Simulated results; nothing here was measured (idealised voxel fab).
Title: Process Module voxel lift off
Cross-section cut: width 245 nm, square cells of 5 nm.
Each cross-section below is a grid of square cells, stated as bands in top-down order, with one or more rows of cells making up each band.
What a band's entry tells you: where the top is and where the bottom is, as heights in nm, and after that what lies inside, material by material from left to right, each with its width in nm. Empty space is written as the word "blank", and a single material marked with the word "all across" occupies the band from edge to edge.
It should be noted that heights are counted from 0, beneath which the wafer as supplied is of one material throughout, and that the lowest band possesses no lower boundary but continues downward, as written in "top 0, no bottom".
Note: "30->40" means the width goes from the first number (top row of the band) to the second number (bottom row) in equal steps per row of cells.
The cross-section has no changed cell in any step marked "everything unchanged".
The entry titled "Fully enclosed voids" provides the empty spaces that have no open way to the top, restricted to those of 8 cells or more. Each is presented as width x height at distance, the distance being measured from the left edge, with all three in nm.
Read whatever lies past the settings on a step's line as the simulator's own remark about the step.
overlay nm: mask offset rightward from planned place, masked step; negative means leftward offset.
### Planned step list for the process
1,RECEIVE [material Si]
2,CONFORMAL_DEP [material SiO2] [thk nm 5]
3,PATTERN [tone open] [mask id LINES] [material resist] [width nm 30] [pitch nm 55] [thk nm 20] [overlay nm 0]
4,DIRECTIONAL_DEP [material Ru] [thk nm 10]
5,STRIP [etch materials resist]
6,CONFORMAL_DEP [material SiO2] [thk nm 5]
### First wafer, two in total, run as planned
### Wafer cross-section on receipt, i.e. after step 1
  top 0, no bottom = Si all across
  Fully enclosed voids: none
### Step 2 complete: cross-section through the wafer
  top 5, bottom 0 = SiO2 all across
  No changes below 0.
### Step 3 complete: cross-section through the wafer
  top 25, bottom 5 = resist 80  blank 30  resist 25  blank 30  resist 80
  No changes below 5.
### Step 4 complete: cross-section through the wafer
  top 35, bottom 25 = Ru 80  blank 30  Ru 25  blank 30  Ru 80
  top 25, bottom 15 = resist 80  blank 30  resist 25  blank 30  resist 80
  top 15, bottom 5 = resist 80  Ru 30  resist 25  Ru 30  resist 80
  No changes below 5.
### Step 5 complete: cross-section through the wafer
  top 15, bottom 5 = blank 80  Ru 30  blank 25  Ru 30  blank 80
  No changes below 5.
### Step 6 complete: cross-section through the wafer
  top 20, bottom 15 = blank 75  SiO2 40  blank 15  SiO2 40  blank 75
  top 15, bottom 10 = blank 75  SiO2 5  Ru 30  SiO2 5  blank 15  SiO2 5  Ru 30  SiO2 5  blank 75
  top 10, bottom 5 = SiO2 80  Ru 30  SiO2 25  Ru 30  SiO2 80
  No changes below 5.
### Now the other wafer: same start, same recipe, but we messed up one thing when running it. Up to and including step 3 it's the same as the first one
Second wafer: cross-section at the scheduled end of step 4: everything unchanged
### Second wafer: cross-section at the scheduled end of step 5
  top 5, bottom 0 = SiO2 all across
  No changes below 0.
### Second wafer: cross-section at the scheduled end of step 6
  top 10, bottom 0 = SiO2 all across
  No changes below 0.
What broke from the plan during processing? with respect to the plan, step 4 was omitted and not executed
End check, counted in cells, second wafer has more or fewer of these materials than the first: 24 fewer of Ru; 8 fewer of SiO2
